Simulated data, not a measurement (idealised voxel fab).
A process module follows: voxel gate over fins.
Displayed cross-section: cut, width of 240 nm, square cells sized 5 nm.
Think of the cross-section as a grid of square cells. We describe it in bands, top to bottom, and each band covers one or more rows of those cells.
Within each band entry, the heights of the top and of the bottom of the band appear first, in that order and in nm; the materials of the band then follow from left to right, each with its corresponding width in nm. The designation "everywhere" on a single material indicates that it fills the band from edge to edge; the designation "air" indicates empty space.
The level at which height equals 0 is the one under which the wafer, as it arrives, is entirely one material. No lower edge exists for the bottom band, which continues downward and is notated as in "from 0 down".
The expression "30->40" gives the width at the extremes of the band, the first number at its top row of cells and the second at its bottom row, with the width changing by equal amounts from each row to the next in between.
Given "nothing changed" for a step, no cell of the cross-section differs between before and after that step.
"Entrapped void list" lists enclosed empty spaces (at least 8 cells, no open path upward to the top), each as width x height at distance from the left edge, in nm.
Anything after a step's settings on that line? It's the simulator's own note about the step.
For masked steps, "overlay nm" on the step line gives how far right of plan the mask actually lay; a minus sign means it lay to the left.
# Planned process steps
1. RECEIVE,material Si
2. CONFORMAL_DEP,material SiN,thk nm 5
3. DIRECTIONAL_DEP,material aC,thk nm 15
4. PATTERN,tone cover,mask id FINS,material resist,width nm 15,pitch nm 50,thk nm 30,overlay nm 0
5. DIRECTIONAL_ETCH,etch materials aC,depth nm 15
6. STRIP,etch materials resist
7. DIRECTIONAL_ETCH,etch materials SiN,depth nm 5
8. DIRECTIONAL_ETCH,etch materials Si,depth nm 35
9. STRIP,etch materials aC
10. OXIDIZE,depth nm 5
11. FILL_DEP,material SiO2,thk nm 15
12. CMP,height nm 5
13. DIRECTIONAL_DEP,material aC,thk nm 10
14. PATTERN,tone open,mask id RAIL,material resist,width nm 15,thk nm 30,overlay nm 0
15. DIRECTIONAL_ETCH,etch materials aC,depth nm 10
16. STRIP,etch materials resist
17. DIRECTIONAL_ETCH,etch materials SiO2,depth nm 35
18. STRIP,etch materials aC
19. CONFORMAL_DEP,material TiN,thk nm 5
20. FILL_DEP,material W,thk nm 5
21. CMP,height nm 5
22. SELECTIVE_ETCH,etch materials W Ru TiN,depth nm 25
23. FILL_DEP,material SiO2,thk nm 5
24. CMP,height nm 5
25. SELECTIVE_ETCH,etch materials SiO2,depth nm 15
26. STRIP,etch materials SiN
27. CONFORMAL_DEP,material HfO2,thk nm 5
28. CONFORMAL_DEP,material TiN,thk nm 5
29. CONFORMAL_DEP,material TiAl,thk nm 5
30. CONFORMAL_DEP,material TiN,thk nm 5
31. FILL_DEP,material W,thk nm 15
32. CMP,height nm 30
33. CONFORMAL_DEP,material SiN,thk nm 10
# So this is the incoming wafer in cross-section - it's already been through step 1
	from 0 down: Si everywhere
	Entrapped void list: none
# Figure: cross-sectional view of the wafer upon completion of the module, processed from the initial state and according to the plan depicted above, with one error introduced during execution
	from 40 to 30: SiN everywhere
	from 30 to 15: W everywhere
	from 15 to 5: W: 75; TiN: 35; W: 15; TiN: 35; W: 80
	from 5 to 0: TiN: 85; HfO2: 15; TiN: 35; HfO2: 15; TiN: 90
	from 0 to -5: TiN: 85; HfO2: 5; Si: 5; HfO2: 5; TiN: 35; HfO2: 5; Si: 5; HfO2: 5; TiN: 90
	from -5 to -10: HfO2: 90; Si: 5; HfO2: 45; Si: 5; HfO2: 95
	from -10 to -20: SiO2: 90; Si: 5; SiO2: 45; Si: 5; SiO2: 95
	from -20 to -25: SiO2: 90; Si: 5; SiO2: 15; TiN: 5; W: 5; TiN: 5; SiO2: 15; Si: 5; SiO2: 95
	from -25 to -30: SiO2: 90; Si: 5; SiO2: 15; TiN: 15; SiO2: 15; Si: 5; SiO2: 95
	from -30 to -40: SiO2: 90; Si: 5; SiO2: 45; Si: 5; SiO2: 95
	from -40 down: Si everywhere
	Entrapped void list: none
Misprocessing identified: heads up, step 29 of the plan was skipped and never actually ran
